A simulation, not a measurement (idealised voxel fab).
This is a process module. Its name is voxel tone inversion.
Pictured: cross-section cut, 170 nm wide, on a grid of 5 nm square cells.
Reading order for cross-sections: top band down to bottom band. Underlying form: a grid of square cells. Band size: one or more rows of cells. This entry defines a band. It first specifies the height of the band's top and the height of its bottom in nm, and then specifies the band's materials from left to right, stating each material with its width in nm. The word "throughout" identifies a single material that fills the band from edge to edge, while the word "empty" identifies empty space. Height datum 0, below which the as-received substrate wafer is one material. Lowest band open at the bottom, running downward: "0 and below". Width "30 to 40": first value at the band's top row of cells, second value at its bottom row, equal change from row to row. Where the words "no change occurred" appear for a step, the cross-section shows no cell changed by that step; every cell remained as before. Basically, "Sealed void listing" tells you about the enclosed voids: empty spaces with no open way to the top, 8 cells or bigger, each written width x height at distance, where distance is from the left edge, all in nm. Formally, on a step line, whatever follows the settings is a remark that the simulator itself makes on the step. What "overlay nm" on a step's line means: if the step has a mask, that mask lay this far to the right of its planned place, or, when the value is negative, to the left.

**Steps planned for the process**
1 op RECEIVE | material Si
2 op CONFORMAL_DEP | material SiN | thk nm 5
3 op DIRECTIONAL_DEP | material aC | thk nm 25
4 op PATTERN | tone cover | mask id POSTS | material resist | width nm 15 | pitch nm 40 | thk nm 35 | overlay nm 0
5 op DIRECTIONAL_ETCH | etch materials aC | depth nm 25
6 op STRIP | etch materials resist
7 op FILL_DEP | material SiO2 | thk nm 5
8 op CMP | height nm 30
9 op STRIP | etch materials aC

**as received, after step 1**
* 0 and below = Si throughout
* Sealed void listing: none

**Starting structure and process plan are as shown above, but one mistake was made in running the module; the wafer cross-section at the end of the module follows**
* 30 down to 5 = SiO2=20 / empty=15 / SiO2=25 / empty=15 / SiO2=25 / empty=15 / SiO2=25 / empty=15 / SiO2=15
* 5 down to 0 = SiN throughout
* 0 and below = Si throughout
* Sealed void listing: none
What was done differently from what was planned? step 4 was run on a setting that differed from the plan, and what really ran there is op PATTERN | tone cover | mask id POSTS | material resist | width nm 15 | pitch nm 40 | thk nm 35 | overlay nm 5
